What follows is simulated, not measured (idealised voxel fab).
process module | voxel gate over fins
cross-section cut | 195 nm wide | cells 5 nm
A cross-section is a grid of square cells, given in bands from the top down. A band is one or more rows of cells.
Each band's line starts with the height of the band's top and of its bottom, in nm. Then come its materials from left to right, each with its width in nm. One material with "throughout" fills the band from edge to edge. "air" is empty space.
Height 0 is the level under which the wafer as received is all one material. The lowest band goes on downwards, as in "0 down".
A width such as "30 to 40" changes by the same amount from each row of cells to the next, from the band's top row to its bottom row.
"no change" after a step means that no cell of the cross-section changed.
closed voids: empty space of 8 cells or more with no open way to the top, each as width x height at its distance from the left edge, in nm
after a step's settings: what the simulator itself notes on the step
overlay nm, on a step with a mask: how far to the right of its planned place the mask lay; to the left if negative
plan
1 op RECEIVE | material Si
2 op CONFORMAL_DEP | material SiN | thk nm 5
3 op DIRECTIONAL_DEP | material aC | thk nm 15
4 op PATTERN | tone cover | mask id FINS | material resist | width nm 15 | pitch nm 50 | thk nm 35 | overlay nm 0
5 op DIRECTIONAL_ETCH | etch materials aC | depth nm 15
6 op STRIP | etch materials resist
7 op DIRECTIONAL_ETCH | etch materials SiN | depth nm 5
8 op DIRECTIONAL_ETCH | etch materials Si | depth nm 40
9 op STRIP | etch materials aC
10 op FILL_DEP | material SiO2 | thk nm 15
11 op CMP | height nm 5
12 op DIRECTIONAL_DEP | material aC | thk nm 15
13 op PATTERN | tone open | mask id RAIL | material resist | width nm 15 | thk nm 30 | overlay nm 0
14 op DIRECTIONAL_ETCH | etch materials aC | depth nm 15
15 op STRIP | etch materials resist
16 op DIRECTIONAL_ETCH | etch materials SiO2 | depth nm 40
17 op STRIP | etch materials aC
18 op CONFORMAL_DEP | material TiN | thk nm 5
19 op FILL_DEP | material W | thk nm 5
20 op CMP | height nm 5
21 op SELECTIVE_ETCH | etch materials W Ru TiN | depth nm 25
22 op FILL_DEP | material SiO2 | thk nm 5
23 op CMP | height nm 5
24 op SELECTIVE_ETCH | etch materials SiO2 | depth nm 15
25 op STRIP | etch materials SiN
26 op CONFORMAL_DEP | material HfO2 | thk nm 5
27 op CONFORMAL_DEP | material TiN | thk nm 5
28 op CONFORMAL_DEP | material TiAl | thk nm 5
29 op CONFORMAL_DEP | material TiN | thk nm 5
30 op FILL_DEP | material W | thk nm 10
31 op CMP | height nm 25
32 op CONFORMAL_DEP | material SiN | thk nm 10
first wafer, as planned
as received, after step 1
  0 down: Si throughout
  closed voids: none
after step 2
  5 to 0: SiN throughout
  below 0: unchanged
after step 3
  20 to 5: aC throughout
  below 5: unchanged
after step 4
  55 to 20: air 65 | resist 15 | air 35 | resist 15 | air 65
  below 20: unchanged
after step 5
  40 to 20: air 65 | resist 15 | air 35 | resist 15 | air 65
  20 to 5: air 65 | aC 15 | air 35 | aC 15 | air 65
  below 5: unchanged
after step 6
  20 to 5: air 65 | aC 15 | air 35 | aC 15 | air 65
  below 5: unchanged
after step 7
  20 to 5: air 65 | aC 15 | air 35 | aC 15 | air 65
  5 to 0: air 65 | SiN 15 | air 35 | SiN 15 | air 65
  below 0: unchanged
after step 8
  20 to 5: air 65 | aC 15 | air 35 | aC 15 | air 65
  5 to 0: air 65 | SiN 15 | air 35 | SiN 15 | air 65
  0 to -40: air 65 | Si 15 | air 35 | Si 15 | air 65
  below -40: unchanged
after step 9
  5 to 0: air 65 | SiN 15 | air 35 | SiN 15 | air 65
  below 0: unchanged
after step 10
  20 to 5: SiO2 throughout
  5 to 0: SiO2 65 | SiN 15 | SiO2 35 | SiN 15 | SiO2 65
  0 to -40: SiO2 65 | Si 15 | SiO2 35 | Si 15 | SiO2 65
  below -40: unchanged
after step 11
  5 to 0: SiO2 65 | SiN 15 | SiO2 35 | SiN 15 | SiO2 65
  below 0: unchanged
after step 12
  20 to 5: aC throughout
  below 5: unchanged
after step 13
  50 to 20: resist 90 | air 15 | resist 90
  below 20: unchanged
after step 14
  35 to 20: resist 90 | air 15 | resist 90
  20 to 5: aC 90 | air 15 | aC 90
  below 5: unchanged
after step 15
  20 to 5: aC 90 | air 15 | aC 90
  below 5: unchanged
after step 16
  20 to 5: aC 90 | air 15 | aC 90
  5 to 0: SiO2 65 | SiN 15 | SiO2 10 | air 15 | SiO2 10 | SiN 15 | SiO2 65
  0 to -35: SiO2 65 | Si 15 | SiO2 10 | air 15 | SiO2 10 | Si 15 | SiO2 65
  below -35: unchanged
after step 17
  5 to 0: SiO2 65 | SiN 15 | SiO2 10 | air 15 | SiO2 10 | SiN 15 | SiO2 65
  below 0: unchanged
after step 18
  10 to 5: TiN 95 | air 5 | TiN 95
  5 to 0: SiO2 65 | SiN 15 | SiO2 10 | TiN 5 | air 5 | TiN 5 | SiO2 10 | SiN 15 | SiO2 65
  0 to -30: SiO2 65 | Si 15 | SiO2 10 | TiN 5 | air 5 | TiN 5 | SiO2 10 | Si 15 | SiO2 65
  -30 to -35: SiO2 65 | Si 15 | SiO2 10 | TiN 15 | SiO2 10 | Si 15 | SiO2 65
  below -35: unchanged
after step 19
  15 to 10: W throughout
  10 to 5: TiN 95 | W 5 | TiN 95
  5 to 0: SiO2 65 | SiN 15 | SiO2 10 | TiN 5 | W 5 | TiN 5 | SiO2 10 | SiN 15 | SiO2 65
  0 to -30: SiO2 65 | Si 15 | SiO2 10 | TiN 5 | W 5 | TiN 5 | SiO2 10 | Si 15 | SiO2 65
  below -30: unchanged
after step 20
  5 to 0: SiO2 65 | SiN 15 | SiO2 10 | TiN 5 | W 5 | TiN 5 | SiO2 10 | SiN 15 | SiO2 65
  below 0: unchanged
after step 21
  5 to 0: SiO2 65 | SiN 15 | SiO2 10 | air 15 | SiO2 10 | SiN 15 | SiO2 65
  0 to -20: SiO2 65 | Si 15 | SiO2 10 | air 15 | SiO2 10 | Si 15 | SiO2 65
  below -20: unchanged
after step 22
  10 to 5: SiO2 throughout
  5 to 0: SiO2 65 | SiN 15 | SiO2 35 | SiN 15 | SiO2 65
  0 to -20: SiO2 65 | Si 15 | SiO2 35 | Si 15 | SiO2 65
  below -20: unchanged
after step 23
  5 to 0: SiO2 65 | SiN 15 | SiO2 35 | SiN 15 | SiO2 65
  below 0: unchanged
after step 24
  5 to 0: air 65 | SiN 15 | air 35 | SiN 15 | air 65
  0 to -10: air 65 | Si 15 | air 35 | Si 15 | air 65
  below -10: unchanged
after step 25
  0 to -10: air 65 | Si 15 | air 35 | Si 15 | air 65
  below -10: unchanged
after step 26
  5 to 0: air 60 | HfO2 25 | air 25 | HfO2 25 | air 60
  0 to -5: air 60 | HfO2 5 | Si 15 | HfO2 5 | air 25 | HfO2 5 | Si 15 | HfO2 5 | air 60
  -5 to -10: HfO2 65 | Si 15 | HfO2 35 | Si 15 | HfO2 65
  below -10: unchanged
after step 27
  10 to 5: air 55 | TiN 35 | air 15 | TiN 35 | air 55
  5 to 0: air 55 | TiN 5 | HfO2 25 | TiN 5 | air 15 | TiN 5 | HfO2 25 | TiN 5 | air 55
  0 to -5: TiN 60 | HfO2 5 | Si 15 | HfO2 5 | TiN 25 | HfO2 5 | Si 15 | HfO2 5 | TiN 60
  below -5: unchanged
after step 28
  15 to 10: air 50 | TiAl 45 | air 5 | TiAl 45 | air 50
  10 to 5: air 50 | TiAl 5 | TiN 35 | TiAl 5 | air 5 | TiAl 5 | TiN 35 | TiAl 5 | air 50
  5 to 0: TiAl 55 | TiN 5 | HfO2 25 | TiN 5 | TiAl 15 | TiN 5 | HfO2 25 | TiN 5 | TiAl 55
  below 0: unchanged
after step 29
  20 to 15: air 45 | TiN 105 | air 45
  15 to 10: air 45 | TiN 5 | TiAl 45 | TiN 5 | TiAl 45 | TiN 5 | air 45
  10 to 5: TiN 50 | TiAl 5 | TiN 35 | TiAl 5 | TiN 5 | TiAl 5 | TiN 35 | TiAl 5 | TiN 50
  below 5: unchanged
after step 30
  30 to 20: W throughout
  20 to 15: W 45 | TiN 105 | W 45
  15 to 10: W 45 | TiN 5 | TiAl 45 | TiN 5 | TiAl 45 | TiN 5 | W 45
  below 10: unchanged
after step 31
  25 to 20: W throughout
  below 20: unchanged
after step 32
  35 to 25: SiN throughout
  below 25: unchanged
second wafer: like start, like plan, one mistake. Through step 12 it matches the first wafer
when step 13 should have ended
  50 to 20: air 90 | resist 15 | air 90
  below 20: unchanged
when step 14 should have ended
  35 to 20: air 90 | resist 15 | air 90
  20 to 5: air 90 | aC 15 | air 90
  below 5: unchanged
when step 15 should have ended
  20 to 5: air 90 | aC 15 | air 90
  below 5: unchanged
when step 16 should have ended
  20 to 5: air 90 | aC 15 | air 90
  5 to 0: air 65 | SiN 15 | air 10 | SiO2 15 | air 10 | SiN 15 | air 65
  0 to -35: air 65 | Si 15 | air 10 | SiO2 15 | air 10 | Si 15 | air 65
  below -35: unchanged
when step 17 should have ended
  5 to 0: air 65 | SiN 15 | air 10 | SiO2 15 | air 10 | SiN 15 | air 65
  below 0: unchanged
when step 18 should have ended
  10 to 5: air 60 | TiN 75 | air 60
  5 to 0: air 60 | TiN 5 | SiN 15 | TiN 10 | SiO2 15 | TiN 10 | SiN 15 | TiN 5 | air 60
  0 to -30: air 60 | TiN 5 | Si 15 | TiN 10 | SiO2 15 | TiN 10 | Si 15 | TiN 5 | air 60
  -30 to -35: TiN 65 | Si 15 | TiN 10 | SiO2 15 | TiN 10 | Si 15 | TiN 65
  below -35: unchanged
when step 19 should have ended
  15 to 10: W throughout
  10 to 5: W 60 | TiN 75 | W 60
  5 to 0: W 60 | TiN 5 | SiN 15 | TiN 10 | SiO2 15 | TiN 10 | SiN 15 | TiN 5 | W 60
  0 to -30: W 60 | TiN 5 | Si 15 | TiN 10 | SiO2 15 | TiN 10 | Si 15 | TiN 5 | W 60
  below -30: unchanged
when step 20 should have ended
  5 to 0: W 60 | TiN 5 | SiN 15 | TiN 10 | SiO2 15 | TiN 10 | SiN 15 | TiN 5 | W 60
  below 0: unchanged
when step 21 should have ended
  5 to 0: air 65 | SiN 15 | air 10 | SiO2 15 | air 10 | SiN 15 | air 65
  0 to -20: air 65 | Si 15 | air 10 | SiO2 15 | air 10 | Si 15 | air 65
  below -20: unchanged
when step 22 should have ended
  10 to 5: SiO2 throughout
  5 to 0: SiO2 65 | SiN 15 | SiO2 35 | SiN 15 | SiO2 65
  0 to -20: SiO2 65 | Si 15 | SiO2 35 | Si 15 | SiO2 65
  below -20: unchanged
when step 23 should have ended
  5 to 0: SiO2 65 | SiN 15 | SiO2 35 | SiN 15 | SiO2 65
  below 0: unchanged
when step 24 should have ended
  5 to 0: air 65 | SiN 15 | air 35 | SiN 15 | air 65
  0 to -10: air 65 | Si 15 | air 35 | Si 15 | air 65
  below -10: unchanged
when step 25 should have ended
  0 to -10: air 65 | Si 15 | air 35 | Si 15 | air 65
  below -10: unchanged
when step 26 should have ended
  5 to 0: air 60 | HfO2 25 | air 25 | HfO2 25 | air 60
  0 to -5: air 60 | HfO2 5 | Si 15 | HfO2 5 | air 25 | HfO2 5 | Si 15 | HfO2 5 | air 60
  -5 to -10: HfO2 65 | Si 15 | HfO2 35 | Si 15 | HfO2 65
  below -10: unchanged
when step 27 should have ended
  10 to 5: air 55 | TiN 35 | air 15 | TiN 35 | air 55
  5 to 0: air 55 | TiN 5 | HfO2 25 | TiN 5 | air 15 | TiN 5 | HfO2 25 | TiN 5 | air 55
  0 to -5: TiN 60 | HfO2 5 | Si 15 | HfO2 5 | TiN 25 | HfO2 5 | Si 15 | HfO2 5 | TiN 60
  below -5: unchanged
when step 28 should have ended
  15 to 10: air 50 | TiAl 45 | air 5 | TiAl 45 | air 50
  10 to 5: air 50 | TiAl 5 | TiN 35 | TiAl 5 | air 5 | TiAl 5 | TiN 35 | TiAl 5 | air 50
  5 to 0: TiAl 55 | TiN 5 | HfO2 25 | TiN 5 | TiAl 15 | TiN 5 | HfO2 25 | TiN 5 | TiAl 55
  below 0: unchanged
when step 29 should have ended
  20 to 15: air 45 | TiN 105 | air 45
  15 to 10: air 45 | TiN 5 | TiAl 45 | TiN 5 | TiAl 45 | TiN 5 | air 45
  10 to 5: TiN 50 | TiAl 5 | TiN 35 | TiAl 5 | TiN 5 | TiAl 5 | TiN 35 | TiAl 5 | TiN 50
  below 5: unchanged
when step 30 should have ended
  30 to 20: W throughout
  20 to 15: W 45 | TiN 105 | W 45
  15 to 10: W 45 | TiN 5 | TiAl 45 | TiN 5 | TiAl 45 | TiN 5 | W 45
  below 10: unchanged
when step 31 should have ended
  25 to 20: W throughout
  below 20: unchanged
when step 32 should have ended
  35 to 25: SiN throughout
  below 25: unchanged
what went wrong: step 13 ran as: op PATTERN | tone cover | mask id RAIL | material resist | width nm 15 | thk nm 30 | overlay nm 0
at the end the second wafer has, in cells: 81 fewer of SiO2 | 35 more of TiN | 46 more of W
